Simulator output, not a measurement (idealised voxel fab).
Title: Process Module voxel released beams
290 nm wide, 5 nm square cells: that's cross-section cut.
For the purposes of this document, a cross-section shall be understood as a grid of square cells, specified as bands listed in top-to-bottom order, each band consisting of one or more rows of cells.
Within each band entry, the heights of the top and of the bottom of the band appear first, in that order and in nm; the materials of the band then follow from left to right, each with its corresponding width in nm. The designation "full width" on a single material indicates that it fills the band from edge to edge; the designation "empty" indicates empty space.
Height reference: 0 = level under which incoming wafer is all one material. Lowest band: no bottom, runs on downward, e.g. "0 down".
The expression "30->40" gives the width at the extremes of the band, the first number at its top row of cells and the second at its bottom row, with the width changing by equal amounts from each row to the next in between.
Where a step carries "no modification", the cross-section came out of it unchanged, cell for cell.
If an empty space has no open way to the top and is at least 8 cells in size, "Unvented cavities" lists it, written width x height at distance, where distance is measured from the left edge and every value is in nm.
Whatever follows a step's settings on its line is a remark the simulator itself makes about that step.
For masked steps, "overlay nm" on the step line gives how far right of plan the mask actually lay; a minus sign means it lay to the left.
[This section lists the process steps that were planned]
1) RECEIVE: material Si
2) CONFORMAL_DEP: material SiN, thk nm 5
3) DIRECTIONAL_DEP: material SiO2, thk nm 10
4) MASKED_ETCH: tone open, mask id ANCHOR, width nm 30, etch materials SiO2, depth nm 10, overlay nm 0
5) CONFORMAL_DEP: material TiN, thk nm 10
6) MASKED_ETCH: tone cover, mask id BEAM, width nm 90, etch materials TiN, depth nm 10, overlay nm 0
7) STRIP: etch materials SiO2
Don't read the plan's width nm for step 6 as applying to every wafer: that's the first wafer's value, and the wafers differ in it, though they all start identical.
[As-received cross-section, first of several wafers, post step 1]
> 0 down  Si full width
> Unvented cavities: none
[Per-wafer rows below. For each material: cells gained (+) or lost (-) since the wafer was received, as of end of module. Then: closed voids]
width nm 90, +58 SiN, +44 TiN, Unvented cavities: none
width nm 95, +58 SiN, +46 TiN, Unvented cavities: none
width nm 100, +58 SiN, +48 TiN, Unvented cavities: none
width nm 105, +58 SiN, +50 TiN, Unvented cavities: none
width nm 110, +58 SiN, +52 TiN, Unvented cavities: none
width nm 115, +58 SiN, +54 TiN, Unvented cavities: none
